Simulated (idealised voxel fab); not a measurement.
Process module heading - voxel self aligned contacts
Cross-section cut spans 230 nm and uses square cells 5 nm in size.
Square cells in a grid make up a cross-section in this document, and the grid is given as bands, listed from the top down, each one or more rows of cells.
For a band, the entry starts with two heights in nm, that of the top and then that of the bottom, and carries on with the band's materials in order from left to right, each alongside its width in nm; the word "everywhere" beside a single material means it fills the band edge to edge, and "empty" means empty space.
Basically, 0 is our baseline, since under it the wafer straight out of the box is all one material. The bottom band has no lower end and keeps on going down, so it looks like "top 0, no bottom".
Per-row width for "30..40": begins at first number (top row of band), ends at second number (bottom row), increment between rows held constant.
What does "same as before" mean for a step? It means no cell of the cross-section changed in that step.
The entry "Closed void roster" lists the empty spaces that cover at least 8 cells and have no open path to the top. Each is written as width x height at distance, where the distance is measured from the left edge and all three values are in nm.
It should be noted that, on the line of a given step, the content following the step's settings is a remark produced by the simulator itself with respect to that step.
"overlay nm" denotes, for a step that has a mask, the displacement of the mask to the right of its planned place, with negative values corresponding to the left.
### The following list gives the planned process steps
- 1: op RECEIVE | material Si
- 2: op OXIDIZE | depth nm 5
- 3: op DIRECTIONAL_DEP | material polySi | thk nm 20
- 4: op DIRECTIONAL_DEP | material SiN | thk nm 25
- 5: op MASKED_ETCH | tone cover | mask id GATE | width nm 35 | pitch nm 75 | etch materials SiN | depth nm 25 | overlay nm 0
- 6: op MASKED_ETCH | tone cover | mask id GATE | width nm 35 | pitch nm 75 | etch materials polySi | depth nm 20 | overlay nm 0
- 7: op CONFORMAL_DEP | material SiN | thk nm 10
- 8: op DIRECTIONAL_ETCH | etch materials SiN | depth nm 10
- 9: op FILL_DEP | material SiO2 | thk nm 15
- 10: op CMP | height nm 50
- 11: op DIRECTIONAL_DEP | material aC | thk nm 10
- 12: op PATTERN | tone open | mask id CONTACT | material resist | width nm 60 | pitch nm 75 | thk nm 30 | overlay nm 0
- 13: op DIRECTIONAL_ETCH | etch materials aC | depth nm 10
- 14: op STRIP | etch materials resist
- 15: op DIRECTIONAL_ETCH | etch materials SiO2 | depth nm 55
- 16: op STRIP | etch materials aC
- 17: op CONFORMAL_DEP | material TiN | thk nm 5
- 18: op FILL_DEP | material Ru | thk nm 10
- 19: op CMP | height nm 40
- 20: op CONFORMAL_DEP | material SiCN | thk nm 5
Be aware that, although all wafers share a common starting state, the height nm at step 19 differs among them, and the plan displays the first wafer's value.
### Cut through the first of several wafers as received, post step 1
	top 0, no bottom = Si everywhere
	Closed void roster: none
### Module finished, last step 20 done: cross-section of the first of several wafers
	top 45, bottom 40 = SiCN everywhere
	top 40, bottom 20 = SiO2: 10, SiN: 55, TiN: 5, Ru: 10, TiN: 5, SiN: 55, TiN: 5, Ru: 10, TiN: 5, SiN: 55, SiO2: 15
	top 20, bottom 0 = SiO2: 10, SiN: 10, polySi: 35, SiN: 10, TiN: 5, Ru: 10, TiN: 5, SiN: 10, polySi: 35, SiN: 10, TiN: 5, Ru: 10, TiN: 5, SiN: 10, polySi: 35, SiN: 10, SiO2: 15
	top 0, bottom -5 = SiO2: 65, TiN: 20, SiO2: 55, TiN: 20, SiO2: 70
	top -5, no bottom = Si everywhere
	Closed void roster: none
### Cross-section, module end, final of several wafers
	top 70, bottom 65 = SiCN everywhere
	top 65, bottom 55 = Ru everywhere
	top 55, bottom 50 = TiN: 50, Ru: 50, TiN: 25, Ru: 50, TiN: 55
	top 50, bottom 45 = SiO2: 45, TiN: 25, Ru: 10, TiN: 25, SiO2: 15, TiN: 25, Ru: 10, TiN: 25, SiO2: 50
	top 45, bottom 20 = SiO2: 10, SiN: 55, TiN: 5, Ru: 10, TiN: 5, SiN: 55, TiN: 5, Ru: 10, TiN: 5, SiN: 55, SiO2: 15
	top 20, bottom 0 = SiO2: 10, SiN: 10, polySi: 35, SiN: 10, TiN: 5, Ru: 10, TiN: 5, SiN: 10, polySi: 35, SiN: 10, TiN: 5, Ru: 10, TiN: 5, SiN: 10, polySi: 35, SiN: 10, SiO2: 15
	top 0, bottom -5 = SiO2: 65, TiN: 20, SiO2: 55, TiN: 20, SiO2: 70
	top -5, no bottom = Si everywhere
	Closed void roster: none
### Quick key for the table: a row per wafer, taken at the end of the module. For each material it tells you how many cells the wafer gained (+) or lost (-) since it came in, and the closed voids come after
height nm 40; +32 Ru; -46 Si; +46 SiCN; +180 SiN; +78 SiO2; +40 TiN; +84 polySi; Closed void roster: none
height nm 45; +36 Ru; -46 Si; +46 SiCN; +213 SiN; +83 SiO2; +44 TiN; +84 polySi; Closed void roster: none
height nm 50; +40 Ru; -46 Si; +46 SiCN; +213 SiN; +105 SiO2; +64 TiN; +84 polySi; Closed void roster: none
height nm 55; +60 Ru; -46 Si; +46 SiCN; +213 SiN; +105 SiO2; +90 TiN; +84 polySi; Closed void roster: none
height nm 60; +106 Ru; -46 Si; +46 SiCN; +213 SiN; +105 SiO2; +90 TiN; +84 polySi; Closed void roster: none
height nm 65; +152 Ru; -46 Si; +46 SiCN; +213 SiN; +105 SiO2; +90 TiN; +84 polySi; Closed void roster: none
